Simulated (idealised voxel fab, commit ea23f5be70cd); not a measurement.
Module name: voxel transistor to metal (process module)
It is cross-section cut that appears here, measuring 275 nm in width, its square cells being 5 nm in size.
Cross-section spec: square-cell grid; bands listed top down; each band is one or more rows. A band entry consists of two parts. The first gives the height of the band's top and the height of its bottom, in nm. The rest lists the band's materials from left to right, each with its width in nm. A single material labelled with the word "edge to edge" fills the band from edge to edge, and the word "empty" marks empty space. Where do heights start? At 0: under that level the wafer as delivered is made of one material only. And the lowest band has no floor; it just carries on downward, as in "top 0, no bottom". A width such as "30 to 40" changes by the same amount from each row of cells to the next, from the band's top row to its bottom row. "nothing got changed" -> step changed no cross-section cell. "Completely enclosed voids" enumerates empty spaces isolated from the top, with no open way to it, that contain at least 8 cells, giving each as width x height at distance from the left edge, all three in nm. Formally, on a step line, whatever follows the settings is a remark that the simulator itself makes on the step. You can add "overlay nm" to a step's line. For a step with a mask, it describes how far the mask lay to the right of its planned position, and a negative number describes a lay to the left.
**Planned process steps**
1,RECEIVE (material Si)
2,CONFORMAL_DEP (material SiO2; thk nm 5)
3,CONFORMAL_DEP (material SiN; thk nm 10)
4,DIRECTIONAL_DEP (material aC; thk nm 10)
5,PATTERN (tone cover; mask id ACTIVE; material resist; width nm 105; pitch nm 125; thk nm 30; overlay nm 0)
6,DIRECTIONAL_ETCH (etch materials aC; depth nm 10)
7,STRIP (etch materials resist)
8,DIRECTIONAL_ETCH (etch materials SiN; depth nm 10)
9,DIRECTIONAL_ETCH (etch materials SiO2; depth nm 5)
10,DIRECTIONAL_ETCH (etch materials Si; depth nm 20)
11,STRIP (etch materials aC)
12,OXIDIZE (depth nm 5)
13,FILL_DEP (material SiO2; thk nm 15)
14,CMP (height nm 15)
15,SELECTIVE_ETCH (etch materials SiO2; depth nm 10)
16,STRIP (etch materials SiN)
17,SELECTIVE_ETCH (etch materials SiO2; depth nm 5)
18,OXIDIZE (depth nm 5)
19,DIRECTIONAL_DEP (material polySi; thk nm 25)
20,DIRECTIONAL_DEP (material SiCN; thk nm 15)
21,PATTERN (tone cover; mask id GATE; material resist; width nm 25; pitch nm 125; thk nm 15; overlay nm 0)
22,DIRECTIONAL_ETCH (etch materials SiCN; depth nm 25)
23,DIRECTIONAL_ETCH (etch materials polySi; depth nm 35)
24,STRIP (etch materials resist)
25,CONFORMAL_DEP (material SiO2; thk nm 5)
26,DIRECTIONAL_ETCH (etch materials SiO2; depth nm 5)
27,CONFORMAL_DEP (material SiN; thk nm 10)
28,DIRECTIONAL_ETCH (etch materials SiN; depth nm 10)
29,DIRECTIONAL_ETCH (etch materials SiO2; depth nm 5)
30,EPI (material SiGe; thk nm 5)
31,FILL_DEP (material SiO2; thk nm 10)
32,CMP (height nm 25)
33,STRIP (etch materials polySi)
34,SELECTIVE_ETCH (etch materials SiO2; depth nm 5)
35,CONFORMAL_DEP (material HfO2; thk nm 5)
36,CONFORMAL_DEP (material TiN; thk nm 5)
37,FILL_DEP (material W; thk nm 5)
38,CMP (height nm 20)
39,DIRECTIONAL_DEP (material SiO2; thk nm 10)
40,MASKED_ETCH (tone open; mask id CONTACT; width nm 15; etch materials SiO2; depth nm 30; overlay nm 0)
41,CONFORMAL_DEP (material TiN; thk nm 5)
42,FILL_DEP (material Ru; thk nm 5)
43,CMP (height nm 30)
44,DIRECTIONAL_DEP (material TiN; thk nm 5)
45,DIRECTIONAL_DEP (material Ru; thk nm 25)
46,PATTERN (tone cover; mask id METAL_1; material resist; width nm 15; thk nm 20; overlay nm 0)
47,DIRECTIONAL_ETCH (etch materials Ru; depth nm 25)
48,DIRECTIONAL_ETCH (etch materials TiN; depth nm 5)
49,STRIP (etch materials resist)
50,FILL_DEP (material lowk; thk nm 5)
51,CMP (height nm 60)
52,CONFORMAL_DEP (material SiN; thk nm 5)
**Incoming wafer, cross-sectional view, post step 1**
  top 0, no bottom: Si edge to edge
  Completely enclosed voids: none
**End state of the module in cross-section, given the above starting point and plan and one mistake in execution**
  top 65, bottom 60: SiN edge to edge
  top 60, bottom 35: 25 of lowk | 15 of Ru | 65 of lowk | 15 of Ru | 30 of lowk | 15 of Ru | 65 of lowk | 15 of Ru | 30 of lowk
  top 35, bottom 30: 25 of lowk | 15 of TiN | 65 of lowk | 15 of TiN | 30 of lowk | 15 of TiN | 65 of lowk | 15 of TiN | 30 of lowk
  top 30, bottom 20: 25 of SiO2 | 5 of TiN | 5 of Ru | 5 of TiN | 65 of SiO2 | 5 of TiN | 5 of Ru | 5 of TiN | 30 of SiO2 | 5 of TiN | 5 of Ru | 5 of TiN | 65 of SiO2 | 5 of TiN | 5 of Ru | 5 of TiN | 30 of SiO2
  top 20, bottom 5: 25 of SiO2 | 5 of TiN | 5 of Ru | 5 of TiN | 5 of SiO2 | 10 of SiN | 5 of HfO2 | 5 of TiN | 15 of W | 5 of TiN | 5 of HfO2 | 10 of SiN | 5 of SiO2 | 5 of TiN | 5 of Ru | 5 of TiN | 30 of SiO2 | 5 of TiN | 5 of Ru | 5 of TiN | 5 of SiO2 | 10 of SiN | 5 of HfO2 | 5 of TiN | 15 of W | 5 of TiN | 5 of HfO2 | 10 of SiN | 5 of SiO2 | 5 of TiN | 5 of Ru | 5 of TiN | 30 of SiO2
  top 5, bottom 0: 25 of SiO2 | 15 of TiN | 5 of SiO2 | 10 of SiN | 5 of HfO2 | 25 of TiN | 5 of HfO2 | 10 of SiN | 5 of SiO2 | 15 of TiN | 30 of SiO2 | 15 of TiN | 5 of SiO2 | 10 of SiN | 5 of HfO2 | 25 of TiN | 5 of HfO2 | 10 of SiN | 5 of SiO2 | 15 of TiN | 30 of SiO2
  top 0, bottom -5: 20 of SiO2 | 25 of SiGe | 10 of SiO2 | 35 of HfO2 | 10 of SiO2 | 25 of SiGe | 20 of SiO2 | 25 of SiGe | 10 of SiO2 | 35 of HfO2 | 10 of SiO2 | 25 of SiGe | 25 of SiO2
  top -5, bottom -45: 25 of SiO2 | 95 of Si | 30 of SiO2 | 95 of Si | 30 of SiO2
  top -45, no bottom: Si edge to edge
  Completely enclosed voids: none
Short version of what went wrong: yeah, plan step 10 got run twice
